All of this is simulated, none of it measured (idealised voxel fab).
Process module heading - voxel ribs on slabs
The cross-section on display is named cut; it measures 245 nm wide, and its cells are 5 nm squares.
In this document a cross-section is written as a grid of square cells. It is given as a series of bands, listed from the top down, and a band is one or more rows of cells. Quick guide to a band line: top height, bottom height (nm) up front; then every material left to right with its width in nm. Only one material and it's marked "throughout"? Then it fills the band edge to edge. And "blank" just means empty space. Heights are reckoned from 0. Under this level, the received wafer is all of one material. The bottommost band is open-ended downward, for example "0 down". The notation "30..40" denotes a width that varies across the rows of cells in the band, beginning at the first number in the top row, finishing at the second number in the bottom row, and changing by an identical amount from each row to the next. Step note "nothing altered" = no cross-section cell changed. "Closed void table" specifies each empty space that is not open to the top and that occupies no fewer than 8 cells, using the form width x height at distance, the distance measured from the left edge and all three quantities in nm. Whatever follows a step's settings on its line is a remark the simulator itself makes about that step. A step's line can hold "overlay nm"; with a mask on that step, the setting says how far right of the planned place the mask lay, while a negative setting says it lay to the left.

The steps planned for the process are as follows:
| 1 | RECEIVE with material Si |
| 2 | DIRECTIONAL_DEP with material SiO2, thk nm 30 |
| 3 | DIRECTIONAL_DEP with material polySi, thk nm 25 |
| 4 | MASKED_ETCH with tone cover, mask id RIB, width nm 30, etch materials polySi, depth nm 10, overlay nm 0 |
| 5 | MASKED_ETCH with tone cover, mask id SLAB, width nm 70, etch materials polySi, depth nm 15, overlay nm 0 |
| 6 | FILL_DEP with material SiO2, thk nm 20 |
| 7 | CMP with height nm 70 |
| 8 | DIRECTIONAL_DEP with material TiN, thk nm 5 |
| 9 | DIRECTIONAL_DEP with material aC, thk nm 15 |
| 10 | PATTERN with tone cover, mask id HEATER, material resist, width nm 40, thk nm 30, overlay nm 0 |
| 11 | DIRECTIONAL_ETCH with etch materials aC, depth nm 15 |
| 12 | STRIP with etch materials resist |
| 13 | DIRECTIONAL_ETCH with etch materials TiN, depth nm 5 |
| 14 | STRIP with etch materials aC |
| 15 | CONFORMAL_DEP with material SiO2, thk nm 10 |

Wafer as received: cross-section following step 1:
> 0 down: Si throughout
> Closed void table: none

Cross-sectional image of the first of two wafers at the end of the module, the run having proceeded as planned:
> 85 to 80: 90 nm blank, 60 nm SiO2, 95 nm blank
> 80 to 75: SiO2 throughout
> 75 to 70: 100 nm SiO2, 40 nm TiN, 105 nm SiO2
> 70 to 55: SiO2 throughout
> 55 to 45: 105 nm SiO2, 30 nm polySi, 110 nm SiO2
> 45 to 30: 85 nm SiO2, 70 nm polySi, 90 nm SiO2
> 30 to 0: SiO2 throughout
> 0 down: Si throughout
> Closed void table: none

Wafer two (of two), end-of-module cross-section: start = wafer one, plan = wafer one, one run mistake:
> 75 to 70: 100 nm blank, 40 nm TiN, 105 nm blank
> 70 to 55: SiO2 throughout
> 55 to 45: 105 nm SiO2, 30 nm polySi, 110 nm SiO2
> 45 to 30: 85 nm SiO2, 70 nm polySi, 90 nm SiO2
> 30 to 0: SiO2 throughout
> 0 down: Si throughout
> Closed void table: none
What was the processing mistake? plan step 15 skipped
Final wafer comparison in cells, second versus first, more or fewer per material: SiO2: 102 fewer
